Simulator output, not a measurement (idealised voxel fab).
process module | voxel released beams
cross-section cut | 220 nm wide | cells 5 nm
A cross-section is a grid of square cells, given in bands from the top down. A band is one or more rows of cells.
Each band's line starts with the height of the band's top and of its bottom, in nm. Then come its materials from left to right, each with its width in nm. One material with "throughout" fills the band from edge to edge. "air" is empty space.
Height 0 is the level under which the wafer as received is all one material. The lowest band goes on downwards, as in "0 down".
A width such as "30 to 40" changes by the same amount from each row of cells to the next, from the band's top row to its bottom row.
"no change" after a step means that no cell of the cross-section changed.
closed voids: empty space of 8 cells or more with no open way to the top, each as width x height at its distance from the left edge, in nm
after a step's settings: what the simulator itself notes on the step
overlay nm, on a step with a mask: how far to the right of its planned place the mask lay; to the left if negative
plan
1 op RECEIVE | material Si
2 op CONFORMAL_DEP | material SiN | thk nm 5
3 op DIRECTIONAL_DEP | material SiO2 | thk nm 15
4 op DIRECTIONAL_DEP | material aC | thk nm 15
5 op PATTERN | tone open | mask id ANCHOR | material resist | width nm 30 | thk nm 30 | overlay nm 0
6 op DIRECTIONAL_ETCH | etch materials aC | depth nm 15
7 op STRIP | etch materials resist
8 op DIRECTIONAL_ETCH | etch materials SiO2 | depth nm 15
9 op STRIP | etch materials aC
10 op CONFORMAL_DEP | material W | thk nm 10
11 op DIRECTIONAL_DEP | material aC | thk nm 10
12 op PATTERN | tone cover | mask id BEAM | material resist | width nm 105 | thk nm 25 | overlay nm 0
13 op DIRECTIONAL_ETCH | etch materials aC | depth nm 10
14 op STRIP | etch materials resist
15 op DIRECTIONAL_ETCH | etch materials W | depth nm 10
16 op STRIP | etch materials aC
17 op STRIP | etch materials SiO2
as received, after step 1
  0 down: Si throughout
  closed voids: none
first wafer at the end, as planned
  30 to 20: air 55 | W 15 | air 10 | W 80 | air 60
  20 to 15: air 60 | W 10 | air 10 | W 10 | air 130
  15 to 5: air 60 | W 30 | air 130
  5 to 0: SiN throughout
  0 down: Si throughout
  closed voids: none
second wafer at the end: like start, like plan, one mistake
  30 to 20: air 55 | W 105 | air 60
  20 to 15: SiN throughout
  15 to 0: SiO2 throughout
  0 down: Si throughout
  closed voids: none
what went wrong: steps 2 and 3 were swapped
at the end the second wafer has, in cells: 132 more of SiO2 | 12 fewer of W
